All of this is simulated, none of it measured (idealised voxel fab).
Process module under the name voxel air gaps
Section shown: cut. Width: 210 nm. Cell size: 5 nm, square.
Cross-section spec: square-cell grid; bands listed top down; each band is one or more rows.
Look at the band entry: it leads with the top's height and the bottom's height in nm. Then it lists the materials left to right, with a width in nm for each. The word "full width" on a single material says that material fills the band edge to edge. The word "blank" is empty space.
Zero point of the height axis is 0; under it, received wafer = one material. Lowest band: continues down indefinitely, "from 0 down".
Quick explanation for "30..40": the width changes in equal steps down the rows of cells, from the first number in the band's top row to the second number in its bottom row.
Reading "same as before" for a step: not a cell of the cross-section changed in it.
Listed in "Enclosed void catalog": every empty space of 8 or more cells without an open way to the top. Form: width x height at distance, the distance being from the left edge, all in nm.
If you see something after the settings on a step's line, that's the simulator's own remark about that step.
overlay nm: where the mask lay relative to plan, measured to the right, on steps with a mask; negatives go left.
### plan
1 RECEIVE: material Si
2 CONFORMAL_DEP: material SiO2, thk nm 10
3 CONFORMAL_DEP: material SiCN, thk nm 5
4 DIRECTIONAL_DEP: material SiO2, thk nm 35
5 PATTERN: tone open, mask id LINES, material resist, width nm 15, pitch nm 40, thk nm 15, overlay nm 0
6 DIRECTIONAL_ETCH: etch materials SiO2, depth nm 35
7 STRIP: etch materials resist
8 CONFORMAL_DEP: material TiN, thk nm 5
9 FILL_DEP: material Cu, thk nm 10
10 CMP: height nm 50
11 EPI: material Ru, thk nm 10
12 SELECTIVE_ETCH: etch materials SiO2, depth nm 45
13 CONFORMAL_DEP: material SiCN, thk nm 5
Wafers differ in thk nm at step 8; plan lists the first wafer's value; identical starting state.
### This is how the first of several wafers looked in cross-section when it arrived, which is after step 1
* from 0 down | Si full width
* Enclosed void catalog: none
### Cross-sectional representation of the first of several wafers at the end of the module, i.e. after its terminal step, step 13
* from 65 to 60 | 40 nm blank, then 125 nm SiCN, then 45 nm blank
* from 60 to 50 | 40 nm blank, then 5 nm SiCN, then 35 nm Ru, then 5 nm SiCN, then 35 nm Ru, then 5 nm SiCN, then 35 nm Ru, then 5 nm SiCN, then 45 nm blank
* from 50 to 45 | 40 nm blank, then 15 nm SiCN, then 5 nm TiN, then 5 nm Cu, then 5 nm TiN, then 25 nm SiCN, then 5 nm TiN, then 5 nm Cu, then 5 nm TiN, then 25 nm SiCN, then 5 nm TiN, then 5 nm Cu, then 5 nm TiN, then 15 nm SiCN, then 45 nm blank
* from 45 to 20 | 50 nm blank, then 5 nm SiCN, then 5 nm TiN, then 5 nm Cu, then 5 nm TiN, then 5 nm SiCN, then 15 nm blank, then 5 nm SiCN, then 5 nm TiN, then 5 nm Cu, then 5 nm TiN, then 5 nm SiCN, then 15 nm blank, then 5 nm SiCN, then 5 nm TiN, then 5 nm Cu, then 5 nm TiN, then 5 nm SiCN, then 55 nm blank
* from 20 to 15 | 55 nm SiCN, then 15 nm TiN, then 25 nm SiCN, then 15 nm TiN, then 25 nm SiCN, then 15 nm TiN, then 60 nm SiCN
* from 15 to 10 | SiCN full width
* from 10 to 0 | SiO2 full width
* from 0 down | Si full width
* Enclosed void catalog: 15 x 25 at 75; 15 x 25 at 115
### Last wafer of the set, cross-sectioned at end of module
* from 65 to 60 | 40 nm blank, then 125 nm SiCN, then 45 nm blank
* from 60 to 50 | 40 nm blank, then 5 nm SiCN, then 35 nm Ru, then 5 nm SiCN, then 35 nm Ru, then 5 nm SiCN, then 35 nm Ru, then 5 nm SiCN, then 45 nm blank
* from 50 to 45 | 40 nm blank, then 15 nm SiCN, then 15 nm TiN, then 25 nm SiCN, then 15 nm TiN, then 25 nm SiCN, then 15 nm TiN, then 15 nm SiCN, then 45 nm blank
* from 45 to 20 | 50 nm blank, then 5 nm SiCN, then 15 nm TiN, then 5 nm SiCN, then 15 nm blank, then 5 nm SiCN, then 15 nm TiN, then 5 nm SiCN, then 15 nm blank, then 5 nm SiCN, then 15 nm TiN, then 5 nm SiCN, then 55 nm blank
* from 20 to 15 | 55 nm SiCN, then 15 nm TiN, then 25 nm SiCN, then 15 nm TiN, then 25 nm SiCN, then 15 nm TiN, then 60 nm SiCN
* from 15 to 10 | SiCN full width
* from 10 to 0 | SiO2 full width
* from 0 down | Si full width
* Enclosed void catalog: 15 x 25 at 75; 15 x 25 at 115
### Take any row and you have a wafer at the end of the module: how many cells of each material it has gained (+) or lost (-) since it was received, and then its closed voids
thk nm 5, +18 Cu, +42 Ru, +154 SiCN, +84 SiO2, +45 TiN, Enclosed void catalog: 15 x 25 at 75; 15 x 25 at 115
thk nm 10, +42 Ru, +154 SiCN, +84 SiO2, +63 TiN, Enclosed void catalog: 15 x 25 at 75; 15 x 25 at 115
thk nm 15, +42 Ru, +154 SiCN, +84 SiO2, +63 TiN, Enclosed void catalog: 15 x 25 at 75; 15 x 25 at 115
thk nm 20, +42 Ru, +154 SiCN, +84 SiO2, +63 TiN, Enclosed void catalog: 15 x 25 at 75; 15 x 25 at 115
